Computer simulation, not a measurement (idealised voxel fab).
Name of the process module below: voxel ribs on slabs
The cross-section on display is named cut; it measures 145 nm wide, and its cells are 5 nm squares.
Cross-section, as written here: a square-cell grid given band by band from the top down, where a band holds one or more rows of cells. Heads up on the band format: heights come first, top then bottom, in nm. After that it's the materials left to right, each with its width in nm. A single material flagged "everywhere" fills the whole band edge to edge, and "empty" means there's empty space there. A quick word on heights: they are counted from 0, and under that level the wafer as it came to us is one material throughout. The lowest band is different from the rest in having no bottom; it simply continues downward, written as in "0 and below". Width spec "30 to 40" -> top row of cells at first value, bottom row at second value, equal per-row change in between. Where the words "same as before" appear for a step, the cross-section shows no cell changed by that step; every cell remained as before. Closed empty spaces (no open way to the top) of 8 cells or more are what "closed voids" lists, each as width x height at distance from the left edge, nm for all three. That trailing text on a step's line, after the settings, is the simulator's own remark on the step. The "overlay nm" setting may appear on a step's line; for a step that uses a mask, it gives how far to the right of its planned position the mask lay, and a negative value indicates the left.
Listed below are the process steps as planned:
1. RECEIVE,material Si
2. DIRECTIONAL_DEP,material SiO2,thk nm 25
3. DIRECTIONAL_DEP,material polySi,thk nm 5
4. DIRECTIONAL_DEP,material aC,thk nm 10
5. PATTERN,tone cover,mask id RIB,material resist,width nm 15,thk nm 30,overlay nm 0
6. DIRECTIONAL_ETCH,etch materials aC,depth nm 10
7. STRIP,etch materials resist
8. DIRECTIONAL_ETCH,etch materials polySi,depth nm 10
9. STRIP,etch materials aC
10. MASKED_ETCH,tone cover,mask id SLAB,width nm 55,etch materials polySi,depth nm 5,overlay nm 0
11. FILL_DEP,material SiO2,thk nm 25
12. CMP,height nm 55
13. DIRECTIONAL_DEP,material TiN,thk nm 10
14. PATTERN,tone cover,mask id HEATER,material resist,width nm 25,thk nm 20,overlay nm 0
15. DIRECTIONAL_ETCH,etch materials TiN,depth nm 10
16. STRIP,etch materials resist
17. CONFORMAL_DEP,material SiO2,thk nm 5
The plan shows the thk nm of step 3 as the first wafer had it; this setting differs between the wafers, which start out alike.
Cross-sectional view of the first of several wafers in the as-received condition, corresponding to the state following step 1:
	0 and below = Si everywhere
	closed voids: none
Row per wafer, end-of-module: cell gain (+)/loss (-) by material since the wafer came in, then closed voids:
thk nm 5, +349 SiO2, +10 TiN, +3 polySi, closed voids: none
thk nm 10, +346 SiO2, +10 TiN, +6 polySi, closed voids: none
thk nm 15, +335 SiO2, +10 TiN, +17 polySi, closed voids: none
thk nm 20, +306 SiO2, +10 TiN, +46 polySi, closed voids: none
thk nm 25, +277 SiO2, +10 TiN, +75 polySi, closed voids: none
thk nm 30, +248 SiO2, +10 TiN, +104 polySi, closed voids: none
